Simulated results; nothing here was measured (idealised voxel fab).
voxel wiring stack: a process module
Shown is cross-section cut, with a width of 260 nm and square cells of size 5 nm.
For the purposes of this document, a cross-section shall be understood as a grid of square cells, specified as bands listed in top-to-bottom order, each band consisting of one or more rows of cells. Top, bottom (nm), then materials left to right with widths (nm); lone material tagged "edge to edge" fills the whole band edge to edge; "air" = empty space. All heights in this document are referenced to 0, defined as the level beneath which the wafer, as received, consists entirely of one material. The lowest band is not bounded below; it extends indefinitely downward and is written in the form "0 down". Per-row width for "30 to 40": begins at first number (top row of band), ends at second number (bottom row), increment between rows held constant. When a step is marked "no alteration", none of the cells in the cross-section changed during that step. Empty spaces counting at least 8 cells and having no open way to the top are listed in "Sealed void list". The notation width x height at distance is used for each, the distance being from the left edge and all three values in nm. If you see something after the settings on a step's line, that's the simulator's own remark about that step. For masked steps, "overlay nm" on the step line gives how far right of plan the mask actually lay; a minus sign means it lay to the left.
-- The steps planned for the process are as follows
1 RECEIVE: material Si
2 CONFORMAL_DEP: material SiO2, thk nm 15
3 DIRECTIONAL_DEP: material TiN, thk nm 5
4 DIRECTIONAL_DEP: material Ru, thk nm 25
5 PATTERN: tone cover, mask id METAL_1, material resist, width nm 30, pitch nm 45, thk nm 15, overlay nm 0
6 DIRECTIONAL_ETCH: etch materials Ru, depth nm 25
7 DIRECTIONAL_ETCH: etch materials TiN, depth nm 5
8 STRIP: etch materials resist
9 CONFORMAL_DEP: material SiCN, thk nm 5
10 FILL_DEP: material SiO2, thk nm 5
11 CMP: height nm 45
12 CONFORMAL_DEP: material SiCN, thk nm 5
13 DIRECTIONAL_DEP: material lowk, thk nm 20
14 MASKED_ETCH: tone open, mask id PLUG_1, width nm 15, pitch nm 90, etch materials lowk, depth nm 20, overlay nm 0
15 MASKED_ETCH: tone open, mask id PLUG_1, width nm 15, pitch nm 90, etch materials SiCN, depth nm 5, overlay nm 0
16 EPI: material Ru, thk nm 10
17 EPI: material Ru, thk nm 10
18 EPI: material Ru, thk nm 5
19 CONFORMAL_DEP: material SiN, thk nm 5
20 DIRECTIONAL_DEP: material SiO2, thk nm 25
21 DIRECTIONAL_DEP: material aC, thk nm 15
22 PATTERN: tone open, mask id METAL_2, material resist, width nm 30, pitch nm 45, thk nm 35, overlay nm 0
23 DIRECTIONAL_ETCH: etch materials aC, depth nm 15
24 STRIP: etch materials resist
25 DIRECTIONAL_ETCH: etch materials SiO2, depth nm 25
26 DIRECTIONAL_ETCH: etch materials SiN, depth nm 5
27 STRIP: etch materials aC
28 CONFORMAL_DEP: material TiN, thk nm 5
29 FILL_DEP: material Ru, thk nm 10
30 CMP: height nm 100
31 EPI: material Ru, thk nm 5
32 FILL_DEP: material SiCN, thk nm 5
33 DIRECTIONAL_DEP: material lowk, thk nm 25
34 PATTERN: tone open, mask id METAL_3, material resist, width nm 30, pitch nm 45, thk nm 20, overlay nm 0
35 DIRECTIONAL_ETCH: etch materials lowk, depth nm 15
36 STRIP: etch materials resist
37 DIRECTIONAL_DEP: material aC, thk nm 15
38 PATTERN: tone open, mask id METAL_3_HOLES, material resist, width nm 15, pitch nm 45, thk nm 30, overlay nm 0
39 DIRECTIONAL_ETCH: etch materials aC, depth nm 15
40 STRIP: etch materials resist
41 DIRECTIONAL_ETCH: etch materials lowk, depth nm 10
42 DIRECTIONAL_ETCH: etch materials SiCN, depth nm 5
43 STRIP: etch materials aC
44 CONFORMAL_DEP: material TiN, thk nm 5
45 FILL_DEP: material Cu, thk nm 5
46 CMP: height nm 135
47 CONFORMAL_DEP: material SiN, thk nm 5
-- Wafer, first of two, run as planned
-- Cross-section: wafer on arrival = after step 1
- 0 down: Si edge to edge
- Sealed void list: none
-- Sectional view: wafer, after step 2
- 15 to 0: SiO2 edge to edge
- At heights below 0, the structure remains unaltered.
-- Sectional view: wafer, after step 3
- 20 to 15: TiN edge to edge
- At heights below 15, the structure remains unaltered.
-- Sectional view: wafer, after step 4
- 45 to 20: Ru edge to edge
- At heights below 20, the structure remains unaltered.
-- Sectional view: wafer, after step 5
- 60 to 45: 70 air / 30 resist / 15 air / 30 resist / 15 air / 30 resist / 70 air
- At heights below 45, the structure remains unaltered.
-- Sectional view: wafer, after step 6
- 60 to 45: 70 air / 30 resist / 15 air / 30 resist / 15 air / 30 resist / 70 air
- 45 to 20: 70 air / 30 Ru / 15 air / 30 Ru / 15 air / 30 Ru / 70 air
- At heights below 20, the structure remains unaltered.
-- Sectional view: wafer, after step 7
- 60 to 45: 70 air / 30 resist / 15 air / 30 resist / 15 air / 30 resist / 70 air
- 45 to 20: 70 air / 30 Ru / 15 air / 30 Ru / 15 air / 30 Ru / 70 air
- 20 to 15: 70 air / 30 TiN / 15 air / 30 TiN / 15 air / 30 TiN / 70 air
- At heights below 15, the structure remains unaltered.
-- Sectional view: wafer, after step 8
- 45 to 20: 70 air / 30 Ru / 15 air / 30 Ru / 15 air / 30 Ru / 70 air
- At heights below 20, the structure remains unaltered.
-- Sectional view: wafer, after step 9
- 50 to 45: 65 air / 40 SiCN / 5 air / 40 SiCN / 5 air / 40 SiCN / 65 air
- 45 to 20: 65 air / 5 SiCN / 30 Ru / 5 SiCN / 5 air / 5 SiCN / 30 Ru / 5 SiCN / 5 air / 5 SiCN / 30 Ru / 5 SiCN / 65 air
- 20 to 15: 70 SiCN / 30 TiN / 15 SiCN / 30 TiN / 15 SiCN / 30 TiN / 70 SiCN
- At heights below 15, the structure remains unaltered.
-- Sectional view: wafer, after step 10
- 55 to 50: SiO2 edge to edge
- 50 to 45: 65 SiO2 / 40 SiCN / 5 SiO2 / 40 SiCN / 5 SiO2 / 40 SiCN / 65 SiO2
- 45 to 20: 65 SiO2 / 5 SiCN / 30 Ru / 5 SiCN / 5 SiO2 / 5 SiCN / 30 Ru / 5 SiCN / 5 SiO2 / 5 SiCN / 30 Ru / 5 SiCN / 65 SiO2
- At heights below 20, the structure remains unaltered.
-- Sectional view: wafer, after step 11
- 45 to 20: 65 SiO2 / 5 SiCN / 30 Ru / 5 SiCN / 5 SiO2 / 5 SiCN / 30 Ru / 5 SiCN / 5 SiO2 / 5 SiCN / 30 Ru / 5 SiCN / 65 SiO2
- At heights below 20, the structure remains unaltered.
-- Sectional view: wafer, after step 12
- 50 to 45: SiCN edge to edge
- At heights below 45, the structure remains unaltered.
-- Sectional view: wafer, after step 13
- 70 to 50: lowk edge to edge
- At heights below 50, the structure remains unaltered.
-- Sectional view: wafer, after step 14
- 70 to 50: 70 lowk / 15 air / 75 lowk / 15 air / 85 lowk
- At heights below 50, the structure remains unaltered.
-- Sectional view: wafer, after step 15
- 70 to 50: 70 lowk / 15 air / 75 lowk / 15 air / 85 lowk
- 50 to 45: 70 SiCN / 15 air / 75 SiCN / 15 air / 85 SiCN
- At heights below 45, the structure remains unaltered.
-- Sectional view: wafer, after step 16
- 70 to 55: 70 lowk / 15 air / 75 lowk / 15 air / 85 lowk
- 55 to 50: 70 lowk / 15 Ru / 75 lowk / 15 Ru / 85 lowk
- 50 to 45: 70 SiCN / 15 Ru / 75 SiCN / 15 Ru / 85 SiCN
- At heights below 45, the structure remains unaltered.
-- Sectional view: wafer, after step 17
- 70 to 65: 70 lowk / 15 air / 75 lowk / 15 air / 85 lowk
- 65 to 50: 70 lowk / 15 Ru / 75 lowk / 15 Ru / 85 lowk
- At heights below 50, the structure remains unaltered.
-- Sectional view: wafer, after step 18
- 70 to 50: 70 lowk / 15 Ru / 75 lowk / 15 Ru / 85 lowk
- At heights below 50, the structure remains unaltered.
-- Sectional view: wafer, after step 19
- 75 to 70: SiN edge to edge
- At heights below 70, the structure remains unaltered.
-- Sectional view: wafer, after step 20
- 100 to 75: SiO2 edge to edge
- At heights below 75, the structure remains unaltered.
-- Sectional view: wafer, after step 21
- 115 to 100: aC edge to edge
- At heights below 100, the structure remains unaltered.
-- Sectional view: wafer, after step 22
- 150 to 115: 70 resist / 30 air / 15 resist / 30 air / 15 resist / 30 air / 70 resist
- At heights below 115, the structure remains unaltered.
-- Sectional view: wafer, after step 23
- 135 to 115: 70 resist / 30 air / 15 resist / 30 air / 15 resist / 30 air / 70 resist
- 115 to 100: 70 aC / 30 air / 15 aC / 30 air / 15 aC / 30 air / 70 aC
- At heights below 100, the structure remains unaltered.
-- Sectional view: wafer, after step 24
- 115 to 100: 70 aC / 30 air / 15 aC / 30 air / 15 aC / 30 air / 70 aC
- At heights below 100, the structure remains unaltered.
-- Sectional view: wafer, after step 25
- 115 to 100: 70 aC / 30 air / 15 aC / 30 air / 15 aC / 30 air / 70 aC
- 100 to 75: 70 SiO2 / 30 air / 15 SiO2 / 30 air / 15 SiO2 / 30 air / 70 SiO2
- At heights below 75, the structure remains unaltered.
-- Sectional view: wafer, after step 26
- 115 to 100: 70 aC / 30 air / 15 aC / 30 air / 15 aC / 30 air / 70 aC
- 100 to 75: 70 SiO2 / 30 air / 15 SiO2 / 30 air / 15 SiO2 / 30 air / 70 SiO2
- 75 to 70: 70 SiN / 30 air / 15 SiN / 30 air / 15 SiN / 30 air / 70 SiN
- At heights below 70, the structure remains unaltered.
-- Sectional view: wafer, after step 27
- 100 to 75: 70 SiO2 / 30 air / 15 SiO2 / 30 air / 15 SiO2 / 30 air / 70 SiO2
- At heights below 75, the structure remains unaltered.
-- Sectional view: wafer, after step 28
- 105 to 100: 75 TiN / 20 air / 25 TiN / 20 air / 25 TiN / 20 air / 75 TiN
- 100 to 75: 70 SiO2 / 5 TiN / 20 air / 5 TiN / 15 SiO2 / 5 TiN / 20 air / 5 TiN / 15 SiO2 / 5 TiN / 20 air / 5 TiN / 70 SiO2
- 75 to 70: 70 SiN / 30 TiN / 15 SiN / 30 TiN / 15 SiN / 30 TiN / 70 SiN
- At heights below 70, the structure remains unaltered.
-- Sectional view: wafer, after step 29
- 115 to 105: Ru edge to edge
- 105 to 100: 75 TiN / 20 Ru / 25 TiN / 20 Ru / 25 TiN / 20 Ru / 75 TiN
- 100 to 75: 70 SiO2 / 5 TiN / 20 Ru / 5 TiN / 15 SiO2 / 5 TiN / 20 Ru / 5 TiN / 15 SiO2 / 5 TiN / 20 Ru / 5 TiN / 70 SiO2
- At heights below 75, the structure remains unaltered.
-- Sectional view: wafer, after step 30
- 100 to 75: 70 SiO2 / 5 TiN / 20 Ru / 5 TiN / 15 SiO2 / 5 TiN / 20 Ru / 5 TiN / 15 SiO2 / 5 TiN / 20 Ru / 5 TiN / 70 SiO2
- At heights below 75, the structure remains unaltered.
-- Sectional view: wafer, after step 31
- 105 to 100: 65 air / 40 Ru / 5 air / 40 Ru / 5 air / 40 Ru / 65 air
- At heights below 100, the structure remains unaltered.
-- Sectional view: wafer, after step 32
- 110 to 105: SiCN edge to edge
- 105 to 100: 65 SiCN / 40 Ru / 5 SiCN / 40 Ru / 5 SiCN / 40 Ru / 65 SiCN
- At heights below 100, the structure remains unaltered.
-- Sectional view: wafer, after step 33
- 135 to 110: lowk edge to edge
- At heights below 110, the structure remains unaltered.
-- Sectional view: wafer, after step 34
- 155 to 135: 70 resist / 30 air / 15 resist / 30 air / 15 resist / 30 air / 70 resist
- At heights below 135, the structure remains unaltered.
-- Sectional view: wafer, after step 35
- 155 to 135: 70 resist / 30 air / 15 resist / 30 air / 15 resist / 30 air / 70 resist
- 135 to 120: 70 lowk / 30 air / 15 lowk / 30 air / 15 lowk / 30 air / 70 lowk
- At heights below 120, the structure remains unaltered.
-- Sectional view: wafer, after step 36
- 135 to 120: 70 lowk / 30 air / 15 lowk / 30 air / 15 lowk / 30 air / 70 lowk
- At heights below 120, the structure remains unaltered.
-- Sectional view: wafer, after step 37
- 150 to 135: 70 aC / 30 air / 15 aC / 30 air / 15 aC / 30 air / 70 aC
- 135 to 120: 70 lowk / 30 aC / 15 lowk / 30 aC / 15 lowk / 30 aC / 70 lowk
- At heights below 120, the structure remains unaltered.
-- Sectional view: wafer, after step 38
- 180 to 150: 70 resist / 15 air / 30 resist / 15 air / 30 resist / 15 air / 85 resist
- 150 to 135: 70 aC / 15 air / 15 resist / 15 aC / 15 air / 15 resist / 15 aC / 15 air / 15 resist / 70 aC
- At heights below 135, the structure remains unaltered.
-- Sectional view: wafer, after step 39
- 165 to 150: 70 resist / 15 air / 30 resist / 15 air / 30 resist / 15 air / 85 resist
- 150 to 135: 70 aC / 15 air / 15 resist / 15 aC / 15 air / 15 resist / 15 aC / 15 air / 15 resist / 70 aC
- 135 to 120: 70 lowk / 15 air / 15 aC / 15 lowk / 15 air / 15 aC / 15 lowk / 15 air / 15 aC / 70 lowk
- At heights below 120, the structure remains unaltered.
-- Sectional view: wafer, after step 40
- 150 to 135: 70 aC / 30 air / 15 aC / 30 air / 15 aC / 30 air / 70 aC
- At heights below 135, the structure remains unaltered.
-- Sectional view: wafer, after step 41
- 150 to 135: 70 aC / 30 air / 15 aC / 30 air / 15 aC / 30 air / 70 aC
- 135 to 120: 70 lowk / 15 air / 15 aC / 15 lowk / 15 air / 15 aC / 15 lowk / 15 air / 15 aC / 70 lowk
- 120 to 110: 70 lowk / 15 air / 30 lowk / 15 air / 30 lowk / 15 air / 85 lowk
- At heights below 110, the structure remains unaltered.
-- Sectional view: wafer, after step 42
- 150 to 135: 70 aC / 30 air / 15 aC / 30 air / 15 aC / 30 air / 70 aC
- 135 to 120: 70 lowk / 15 air / 15 aC / 15 lowk / 15 air / 15 aC / 15 lowk / 15 air / 15 aC / 70 lowk
- 120 to 110: 70 lowk / 15 air / 30 lowk / 15 air / 30 lowk / 15 air / 85 lowk
- 110 to 105: 70 SiCN / 15 air / 30 SiCN / 15 air / 30 SiCN / 15 air / 85 SiCN
- At heights below 105, the structure remains unaltered.
-- Sectional view: wafer, after step 43
- 135 to 120: 70 lowk / 30 air / 15 lowk / 30 air / 15 lowk / 30 air / 70 lowk
- At heights below 120, the structure remains unaltered.
-- Sectional view: wafer, after step 44
- 140 to 135: 75 TiN / 20 air / 25 TiN / 20 air / 25 TiN / 20 air / 75 TiN
- 135 to 125: 70 lowk / 5 TiN / 20 air / 5 TiN / 15 lowk / 5 TiN / 20 air / 5 TiN / 15 lowk / 5 TiN / 20 air / 5 TiN / 70 lowk
- 125 to 120: 70 lowk / 5 TiN / 5 air / 20 TiN / 15 lowk / 5 TiN / 5 air / 20 TiN / 15 lowk / 5 TiN / 5 air / 20 TiN / 70 lowk
- 120 to 110: 70 lowk / 5 TiN / 5 air / 5 TiN / 30 lowk / 5 TiN / 5 air / 5 TiN / 30 lowk / 5 TiN / 5 air / 5 TiN / 85 lowk
- 110 to 105: 70 SiCN / 15 TiN / 30 SiCN / 15 TiN / 30 SiCN / 15 TiN / 85 SiCN
- At heights below 105, the structure remains unaltered.
-- Sectional view: wafer, after step 45
- 145 to 140: Cu edge to edge
- 140 to 135: 75 TiN / 20 Cu / 25 TiN / 20 Cu / 25 TiN / 20 Cu / 75 TiN
- 135 to 125: 70 lowk / 5 TiN / 20 Cu / 5 TiN / 15 lowk / 5 TiN / 20 Cu / 5 TiN / 15 lowk / 5 TiN / 20 Cu / 5 TiN / 70 lowk
- 125 to 120: 70 lowk / 5 TiN / 5 Cu / 20 TiN / 15 lowk / 5 TiN / 5 Cu / 20 TiN / 15 lowk / 5 TiN / 5 Cu / 20 TiN / 70 lowk
- 120 to 110: 70 lowk / 5 TiN / 5 Cu / 5 TiN / 30 lowk / 5 TiN / 5 Cu / 5 TiN / 30 lowk / 5 TiN / 5 Cu / 5 TiN / 85 lowk
- At heights below 110, the structure remains unaltered.
-- Sectional view: wafer, after step 46
- 135 to 125: 70 lowk / 5 TiN / 20 Cu / 5 TiN / 15 lowk / 5 TiN / 20 Cu / 5 TiN / 15 lowk / 5 TiN / 20 Cu / 5 TiN / 70 lowk
- At heights below 125, the structure remains unaltered.
-- Sectional view: wafer, after step 47
- 140 to 135: SiN edge to edge
- At heights below 135, the structure remains unaltered.
-- Regarding the second of the two wafers: it shared the first wafer's starting condition and process plan, yet one error occurred during its execution. Its history coincides with that of the first wafer up to and including step 4
-- Cross-section of the second wafer at the time by which step 5 should have been completed according to the plan
- 60 to 45: 75 air / 25 resist / 20 air / 25 resist / 20 air / 25 resist / 70 air
- At heights below 45, the structure remains unaltered.
-- Cross-section of the second wafer at the time by which step 6 should have been completed according to the plan
- 60 to 45: 75 air / 25 resist / 20 air / 25 resist / 20 air / 25 resist / 70 air
- 45 to 20: 75 air / 25 Ru / 20 air / 25 Ru / 20 air / 25 Ru / 70 air
- At heights below 20, the structure remains unaltered.
-- Cross-section of the second wafer at the time by which step 7 should have been completed according to the plan
- 60 to 45: 75 air / 25 resist / 20 air / 25 resist / 20 air / 25 resist / 70 air
- 45 to 20: 75 air / 25 Ru / 20 air / 25 Ru / 20 air / 25 Ru / 70 air
- 20 to 15: 75 air / 25 TiN / 20 air / 25 TiN / 20 air / 25 TiN / 70 air
- At heights below 15, the structure remains unaltered.
-- Cross-section of the second wafer at the time by which step 8 should have been completed according to the plan
- 45 to 20: 75 air / 25 Ru / 20 air / 25 Ru / 20 air / 25 Ru / 70 air
- At heights below 20, the structure remains unaltered.
-- Cross-section of the second wafer at the time by which step 9 should have been completed according to the plan
- 50 to 45: 70 air / 35 SiCN / 10 air / 35 SiCN / 10 air / 35 SiCN / 65 air
- 45 to 20: 70 air / 5 SiCN / 25 Ru / 5 SiCN / 10 air / 5 SiCN / 25 Ru / 5 SiCN / 10 air / 5 SiCN / 25 Ru / 5 SiCN / 65 air
- 20 to 15: 75 SiCN / 25 TiN / 20 SiCN / 25 TiN / 20 SiCN / 25 TiN / 70 SiCN
- At heights below 15, the structure remains unaltered.
-- Cross-section of the second wafer at the time by which step 10 should have been completed according to the plan
- 55 to 50: SiO2 edge to edge
- 50 to 45: 70 SiO2 / 35 SiCN / 10 SiO2 / 35 SiCN / 10 SiO2 / 35 SiCN / 65 SiO2
- 45 to 20: 70 SiO2 / 5 SiCN / 25 Ru / 5 SiCN / 10 SiO2 / 5 SiCN / 25 Ru / 5 SiCN / 10 SiO2 / 5 SiCN / 25 Ru / 5 SiCN / 65 SiO2
- At heights below 20, the structure remains unaltered.
-- Cross-section of the second wafer at the time by which step 11 should have been completed according to the plan
- 45 to 20: 70 SiO2 / 5 SiCN / 25 Ru / 5 SiCN / 10 SiO2 / 5 SiCN / 25 Ru / 5 SiCN / 10 SiO2 / 5 SiCN / 25 Ru / 5 SiCN / 65 SiO2
- At heights below 20, the structure remains unaltered.
-- Cross-section of the second wafer at the time by which step 12 should have been completed according to the plan
- 50 to 45: SiCN edge to edge
- At heights below 45, the structure remains unaltered.
-- Cross-section of the second wafer at the time by which step 13 should have been completed according to the plan
- 70 to 50: lowk edge to edge
- At heights below 50, the structure remains unaltered.
-- Cross-section of the second wafer at the time by which step 14 should have been completed according to the plan
- 70 to 50: 70 lowk / 15 air / 75 lowk / 15 air / 85 lowk
- At heights below 50, the structure remains unaltered.
-- Cross-section of the second wafer at the time by which step 15 should have been completed according to the plan
- 70 to 50: 70 lowk / 15 air / 75 lowk / 15 air / 85 lowk
- 50 to 45: 70 SiCN / 15 air / 75 SiCN / 15 air / 85 SiCN
- At heights below 45, the structure remains unaltered.
-- Cross-section of the second wafer at the time by which step 16 should have been completed according to the plan
- 70 to 55: 70 lowk / 15 air / 75 lowk / 15 air / 85 lowk
- 55 to 50: 70 lowk / 15 Ru / 75 lowk / 15 Ru / 85 lowk
- 50 to 45: 70 SiCN / 15 Ru / 75 SiCN / 15 Ru / 85 SiCN
- At heights below 45, the structure remains unaltered.
-- Cross-section of the second wafer at the time by which step 17 should have been completed according to the plan
- 70 to 65: 70 lowk / 15 air / 75 lowk / 15 air / 85 lowk
- 65 to 50: 70 lowk / 15 Ru / 75 lowk / 15 Ru / 85 lowk
- At heights below 50, the structure remains unaltered.
-- Cross-section of the second wafer at the time by which step 18 should have been completed according to the plan
- 70 to 50: 70 lowk / 15 Ru / 75 lowk / 15 Ru / 85 lowk
- At heights below 50, the structure remains unaltered.
-- Cross-section of the second wafer at the time by which step 19 should have been completed according to the plan
- 75 to 70: SiN edge to edge
- At heights below 70, the structure remains unaltered.
-- Cross-section of the second wafer at the time by which step 20 should have been completed according to the plan
- 100 to 75: SiO2 edge to edge
- At heights below 75, the structure remains unaltered.
-- Cross-section of the second wafer at the time by which step 21 should have been completed according to the plan
- 115 to 100: aC edge to edge
- At heights below 100, the structure remains unaltered.
-- Cross-section of the second wafer at the time by which step 22 should have been completed according to the plan
- 150 to 115: 70 resist / 30 air / 15 resist / 30 air / 15 resist / 30 air / 70 resist
- At heights below 115, the structure remains unaltered.
-- Cross-section of the second wafer at the time by which step 23 should have been completed according to the plan
- 135 to 115: 70 resist / 30 air / 15 resist / 30 air / 15 resist / 30 air / 70 resist
- 115 to 100: 70 aC / 30 air / 15 aC / 30 air / 15 aC / 30 air / 70 aC
- At heights below 100, the structure remains unaltered.
-- Cross-section of the second wafer at the time by which step 24 should have been completed according to the plan
- 115 to 100: 70 aC / 30 air / 15 aC / 30 air / 15 aC / 30 air / 70 aC
- At heights below 100, the structure remains unaltered.
-- Cross-section of the second wafer at the time by which step 25 should have been completed according to the plan
- 115 to 100: 70 aC / 30 air / 15 aC / 30 air / 15 aC / 30 air / 70 aC
- 100 to 75: 70 SiO2 / 30 air / 15 SiO2 / 30 air / 15 SiO2 / 30 air / 70 SiO2
- At heights below 75, the structure remains unaltered.
-- Cross-section of the second wafer at the time by which step 26 should have been completed according to the plan
- 115 to 100: 70 aC / 30 air / 15 aC / 30 air / 15 aC / 30 air / 70 aC
- 100 to 75: 70 SiO2 / 30 air / 15 SiO2 / 30 air / 15 SiO2 / 30 air / 70 SiO2
- 75 to 70: 70 SiN / 30 air / 15 SiN / 30 air / 15 SiN / 30 air / 70 SiN
- At heights below 70, the structure remains unaltered.
-- Cross-section of the second wafer at the time by which step 27 should have been completed according to the plan
- 100 to 75: 70 SiO2 / 30 air / 15 SiO2 / 30 air / 15 SiO2 / 30 air / 70 SiO2
- At heights below 75, the structure remains unaltered.
-- Cross-section of the second wafer at the time by which step 28 should have been completed according to the plan
- 105 to 100: 75 TiN / 20 air / 25 TiN / 20 air / 25 TiN / 20 air / 75 TiN
- 100 to 75: 70 SiO2 / 5 TiN / 20 air / 5 TiN / 15 SiO2 / 5 TiN / 20 air / 5 TiN / 15 SiO2 / 5 TiN / 20 air / 5 TiN / 70 SiO2
- 75 to 70: 70 SiN / 30 TiN / 15 SiN / 30 TiN / 15 SiN / 30 TiN / 70 SiN
- At heights below 70, the structure remains unaltered.
-- Cross-section of the second wafer at the time by which step 29 should have been completed according to the plan
- 115 to 105: Ru edge to edge
- 105 to 100: 75 TiN / 20 Ru / 25 TiN / 20 Ru / 25 TiN / 20 Ru / 75 TiN
- 100 to 75: 70 SiO2 / 5 TiN / 20 Ru / 5 TiN / 15 SiO2 / 5 TiN / 20 Ru / 5 TiN / 15 SiO2 / 5 TiN / 20 Ru / 5 TiN / 70 SiO2
- At heights below 75, the structure remains unaltered.
-- Cross-section of the second wafer at the time by which step 30 should have been completed according to the plan
- 100 to 75: 70 SiO2 / 5 TiN / 20 Ru / 5 TiN / 15 SiO2 / 5 TiN / 20 Ru / 5 TiN / 15 SiO2 / 5 TiN / 20 Ru / 5 TiN / 70 SiO2
- At heights below 75, the structure remains unaltered.
-- Cross-section of the second wafer at the time by which step 31 should have been completed according to the plan
- 105 to 100: 65 air / 40 Ru / 5 air / 40 Ru / 5 air / 40 Ru / 65 air
- At heights below 100, the structure remains unaltered.
-- Cross-section of the second wafer at the time by which step 32 should have been completed according to the plan
- 110 to 105: SiCN edge to edge
- 105 to 100: 65 SiCN / 40 Ru / 5 SiCN / 40 Ru / 5 SiCN / 40 Ru / 65 SiCN
- At heights below 100, the structure remains unaltered.
-- Cross-section of the second wafer at the time by which step 33 should have been completed according to the plan
- 135 to 110: lowk edge to edge
- At heights below 110, the structure remains unaltered.
-- Cross-section of the second wafer at the time by which step 34 should have been completed according to the plan
- 155 to 135: 70 resist / 30 air / 15 resist / 30 air / 15 resist / 30 air / 70 resist
- At heights below 135, the structure remains unaltered.
-- Cross-section of the second wafer at the time by which step 35 should have been completed according to the plan
- 155 to 135: 70 resist / 30 air / 15 resist / 30 air / 15 resist / 30 air / 70 resist
- 135 to 120: 70 lowk / 30 air / 15 lowk / 30 air / 15 lowk / 30 air / 70 lowk
- At heights below 120, the structure remains unaltered.
-- Cross-section of the second wafer at the time by which step 36 should have been completed according to the plan
- 135 to 120: 70 lowk / 30 air / 15 lowk / 30 air / 15 lowk / 30 air / 70 lowk
- At heights below 120, the structure remains unaltered.
-- Cross-section of the second wafer at the time by which step 37 should have been completed according to the plan
- 150 to 135: 70 aC / 30 air / 15 aC / 30 air / 15 aC / 30 air / 70 aC
- 135 to 120: 70 lowk / 30 aC / 15 lowk / 30 aC / 15 lowk / 30 aC / 70 lowk
- At heights below 120, the structure remains unaltered.
-- Cross-section of the second wafer at the time by which step 38 should have been completed according to the plan
- 180 to 150: 70 resist / 15 air / 30 resist / 15 air / 30 resist / 15 air / 85 resist
- 150 to 135: 70 aC / 15 air / 15 resist / 15 aC / 15 air / 15 resist / 15 aC / 15 air / 15 resist / 70 aC
- At heights below 135, the structure remains unaltered.
-- Cross-section of the second wafer at the time by which step 39 should have been completed according to the plan
- 165 to 150: 70 resist / 15 air / 30 resist / 15 air / 30 resist / 15 air / 85 resist
- 150 to 135: 70 aC / 15 air / 15 resist / 15 aC / 15 air / 15 resist / 15 aC / 15 air / 15 resist / 70 aC
- 135 to 120: 70 lowk / 15 air / 15 aC / 15 lowk / 15 air / 15 aC / 15 lowk / 15 air / 15 aC / 70 lowk
- At heights below 120, the structure remains unaltered.
-- Cross-section of the second wafer at the time by which step 40 should have been completed according to the plan
- 150 to 135: 70 aC / 30 air / 15 aC / 30 air / 15 aC / 30 air / 70 aC
- At heights below 135, the structure remains unaltered.
-- Cross-section of the second wafer at the time by which step 41 should have been completed according to the plan
- 150 to 135: 70 aC / 30 air / 15 aC / 30 air / 15 aC / 30 air / 70 aC
- 135 to 120: 70 lowk / 15 air / 15 aC / 15 lowk / 15 air / 15 aC / 15 lowk / 15 air / 15 aC / 70 lowk
- 120 to 110: 70 lowk / 15 air / 30 lowk / 15 air / 30 lowk / 15 air / 85 lowk
- At heights below 110, the structure remains unaltered.
-- Cross-section of the second wafer at the time by which step 42 should have been completed according to the plan
- 150 to 135: 70 aC / 30 air / 15 aC / 30 air / 15 aC / 30 air / 70 aC
- 135 to 120: 70 lowk / 15 air / 15 aC / 15 lowk / 15 air / 15 aC / 15 lowk / 15 air / 15 aC / 70 lowk
- 120 to 110: 70 lowk / 15 air / 30 lowk / 15 air / 30 lowk / 15 air / 85 lowk
- 110 to 105: 70 SiCN / 15 air / 30 SiCN / 15 air / 30 SiCN / 15 air / 85 SiCN
- At heights below 105, the structure remains unaltered.
-- Cross-section of the second wafer at the time by which step 43 should have been completed according to the plan
- 135 to 120: 70 lowk / 30 air / 15 lowk / 30 air / 15 lowk / 30 air / 70 lowk
- At heights below 120, the structure remains unaltered.
-- Cross-section of the second wafer at the time by which step 44 should have been completed according to the plan
- 140 to 135: 75 TiN / 20 air / 25 TiN / 20 air / 25 TiN / 20 air / 75 TiN
- 135 to 125: 70 lowk / 5 TiN / 20 air / 5 TiN / 15 lowk / 5 TiN / 20 air / 5 TiN / 15 lowk / 5 TiN / 20 air / 5 TiN / 70 lowk
- 125 to 120: 70 lowk / 5 TiN / 5 air / 20 TiN / 15 lowk / 5 TiN / 5 air / 20 TiN / 15 lowk / 5 TiN / 5 air / 20 TiN / 70 lowk
- 120 to 110: 70 lowk / 5 TiN / 5 air / 5 TiN / 30 lowk / 5 TiN / 5 air / 5 TiN / 30 lowk / 5 TiN / 5 air / 5 TiN / 85 lowk
- 110 to 105: 70 SiCN / 15 TiN / 30 SiCN / 15 TiN / 30 SiCN / 15 TiN / 85 SiCN
- At heights below 105, the structure remains unaltered.
-- Cross-section of the second wafer at the time by which step 45 should have been completed according to the plan
- 145 to 140: Cu edge to edge
- 140 to 135: 75 TiN / 20 Cu / 25 TiN / 20 Cu / 25 TiN / 20 Cu / 75 TiN
- 135 to 125: 70 lowk / 5 TiN / 20 Cu / 5 TiN / 15 lowk / 5 TiN / 20 Cu / 5 TiN / 15 lowk / 5 TiN / 20 Cu / 5 TiN / 70 lowk
- 125 to 120: 70 lowk / 5 TiN / 5 Cu / 20 TiN / 15 lowk / 5 TiN / 5 Cu / 20 TiN / 15 lowk / 5 TiN / 5 Cu / 20 TiN / 70 lowk
- 120 to 110: 70 lowk / 5 TiN / 5 Cu / 5 TiN / 30 lowk / 5 TiN / 5 Cu / 5 TiN / 30 lowk / 5 TiN / 5 Cu / 5 TiN / 85 lowk
- At heights below 110, the structure remains unaltered.
-- Cross-section of the second wafer at the time by which step 46 should have been completed according to the plan
- 135 to 125: 70 lowk / 5 TiN / 20 Cu / 5 TiN / 15 lowk / 5 TiN / 20 Cu / 5 TiN / 15 lowk / 5 TiN / 20 Cu / 5 TiN / 70 lowk
- At heights below 125, the structure remains unaltered.
-- Cross-section of the second wafer at the time by which step 47 should have been completed according to the plan
- 140 to 135: SiN edge to edge
- At heights below 135, the structure remains unaltered.
The mistake made against the process plan was this: note that step 5 departed from the planned setting and was carried out as PATTERN: tone cover, mask id METAL_1, material resist, width nm 25, pitch nm 45, thk nm 15, overlay nm 0
The closing comparison, in cells, has the second wafer with more or fewer of some materials than the first: Ru: 15 fewer; SiCN: 3 more; SiO2: 15 more; TiN: 3 fewer
